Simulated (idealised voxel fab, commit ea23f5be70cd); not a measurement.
Name of the process module below: voxel capacitor over wiring
This is section cut - it's 300 nm across, gridded in 5 nm square cells.
For the purposes of this document, a cross-section shall be understood as a grid of square cells, specified as bands listed in top-to-bottom order, each band consisting of one or more rows of cells. It is stipulated that each band's entry specify, in nanometres, the height of the top of the band and then that of its bottom, followed by the materials of the band in left-to-right sequence, each together with its width in nanometres. A single material marked by the word "everywhere" is understood to fill the band from edge to edge; the word "blank" is understood to denote empty space. Measure heights from 0. That's the level where, below it, the as-received wafer is all one material. The lowest band is bottomless and extends downward; write it as in "z 0 and below". Read "30..40" as a graded width: first number on top, second number at the bottom, same change between each pair of neighbouring rows. Given "nothing got changed" for a step, no cell of the cross-section differs between before and after that step. Enclosed voids (no open way to top), threshold 8 cells or more, entry "Trapped void list", notation width x height at distance, distance from left edge, nm. What comes after the settings on a step's line is commentary from the simulator itself on that step. overlay nm: on a step with a mask, how far right of its planned place the mask lay; negative means left.

## List of planned process steps
1 RECEIVE (material Si)
2 CONFORMAL_DEP (material SiO2; thk nm 10)
3 CONFORMAL_DEP (material SiCN; thk nm 5)
4 DIRECTIONAL_DEP (material lowk; thk nm 25)
5 MASKED_ETCH (tone open; mask id METAL_1; width nm 30; pitch nm 100; etch materials lowk; depth nm 25; overlay nm 0)
6 MASKED_ETCH (tone open; mask id METAL_1; width nm 30; pitch nm 100; etch materials SiCN; depth nm 5; overlay nm 0)
7 CONFORMAL_DEP (material TiN; thk nm 5)
8 FILL_DEP (material Cu; thk nm 5)
9 CMP (height nm 40)
10 EPI (material Ru; thk nm 5)
11 FILL_DEP (material SiCN; thk nm 5)
12 DIRECTIONAL_DEP (material lowk; thk nm 10)
13 DIRECTIONAL_DEP (material aC; thk nm 15)
14 PATTERN (tone open; mask id PLUG_1; material resist; width nm 15; thk nm 35; overlay nm 0)
15 DIRECTIONAL_ETCH (etch materials aC; depth nm 15)
16 STRIP (etch materials resist)
17 DIRECTIONAL_ETCH (etch materials lowk; depth nm 10)
18 DIRECTIONAL_ETCH (etch materials SiCN; depth nm 5)
19 STRIP (etch materials aC)
20 EPI (material Ru; thk nm 10)
21 EPI (material Ru; thk nm 5)
22 DIRECTIONAL_DEP (material TiN; thk nm 5)
23 DIRECTIONAL_DEP (material SiN; thk nm 5)
24 DIRECTIONAL_DEP (material TiN; thk nm 5)
25 DIRECTIONAL_DEP (material aC; thk nm 15)
26 PATTERN (tone cover; mask id UPPER_PLATE; material resist; width nm 75; thk nm 30; overlay nm 0)
27 DIRECTIONAL_ETCH (etch materials aC; depth nm 15)
28 STRIP (etch materials resist)
29 DIRECTIONAL_ETCH (etch materials TiN; depth nm 5)
30 DIRECTIONAL_ETCH (etch materials SiN; depth nm 5)
31 STRIP (etch materials aC)
32 DIRECTIONAL_DEP (material aC; thk nm 15)
33 PATTERN (tone cover; mask id LOWER_PLATE; material resist; width nm 85; thk nm 35; overlay nm 0)
34 DIRECTIONAL_ETCH (etch materials aC; depth nm 15)
35 STRIP (etch materials resist)
36 DIRECTIONAL_ETCH (etch materials TiN; depth nm 5)
37 STRIP (etch materials aC)
38 FILL_DEP (material SiO2; thk nm 15)
39 CMP (height nm 85)
40 DIRECTIONAL_DEP (material aC; thk nm 15)
41 PATTERN (tone open; mask id PLUG_2; material resist; width nm 15; thk nm 35; overlay nm 0)
42 DIRECTIONAL_ETCH (etch materials aC; depth nm 15)
43 STRIP (etch materials resist)
44 DIRECTIONAL_ETCH (etch materials SiO2; depth nm 10)
45 STRIP (etch materials aC)
46 CONFORMAL_DEP (material TiN; thk nm 5)
47 FILL_DEP (material Cu; thk nm 10)
48 CMP (height nm 85)
49 CONFORMAL_DEP (material SiCN; thk nm 5)

## Here's what the wafer looked like in cross-section when it arrived - that's after step 1
* z 0 and below = Si everywhere
* Trapped void list: none

## First wafer of two, sectioned at end of module; run went per plan
* z 90 to 85 = SiCN everywhere
* z 85 to 80 = 110 of SiO2  5 of TiN  5 of Cu  5 of TiN  175 of SiO2
* z 80 to 70 = 110..100 of SiO2  15..75 of TiN  175..125 of SiO2
* z 70 to 65 = 100 of SiO2  75 of SiN  125 of SiO2
* z 65 to 60 = 95 of SiO2  85 of TiN  120 of SiO2
* z 60 to 50 = 100 of lowk  15 of Ru  185 of lowk
* z 50 to 45 = 100 of SiCN  15 of Ru  185 of SiCN
* z 45 to 40 = 80 of SiCN  40 of Ru  60 of SiCN  40 of Ru  80 of SiCN
* z 40 to 15 = 85 of lowk  5 of TiN  20 of Cu  5 of TiN  70 of lowk  5 of TiN  20 of Cu  5 of TiN  85 of lowk
* z 15 to 10 = 85 of SiCN  30 of TiN  70 of SiCN  30 of TiN  85 of SiCN
* z 10 to 0 = SiO2 everywhere
* z 0 and below = Si everywhere
* Trapped void list: none

## Wafer two cross-section, module end. Start and plan unchanged from wafer one; one mistake made during the run
* z 90 to 85 = SiCN everywhere
* z 85 to 80 = 100 of SiO2  25 of TiN  175 of SiO2
* z 80 to 75 = 100 of SiO2  25 of SiN  175 of SiO2
* z 75 to 70 = 95 of SiO2  80 of TiN  125 of SiO2
* z 70 to 65 = 90 of SiO2  35 of Ru  50 of SiN  125 of SiO2
* z 65 to 60 = 90 of SiO2  35 of Ru  55 of TiN  120 of SiO2
* z 60 to 50 = 100 of lowk  15 of Ru  185 of lowk
* z 50 to 45 = 100 of SiCN  15 of Ru  185 of SiCN
* z 45 to 40 = 80 of SiCN  40 of Ru  60 of SiCN  40 of Ru  80 of SiCN
* z 40 to 15 = 85 of lowk  5 of TiN  20 of Cu  5 of TiN  70 of lowk  5 of TiN  20 of Cu  5 of TiN  85 of lowk
* z 15 to 10 = 85 of SiCN  30 of TiN  70 of SiCN  30 of TiN  85 of SiCN
* z 10 to 0 = SiO2 everywhere
* z 0 and below = Si everywhere
* Trapped void list: none
Run error: step 20 of the plan was twice carried out
at the end the second wafer has, in cells: Cu -1 | Ru +14 | SiO2 -8 | TiN -5
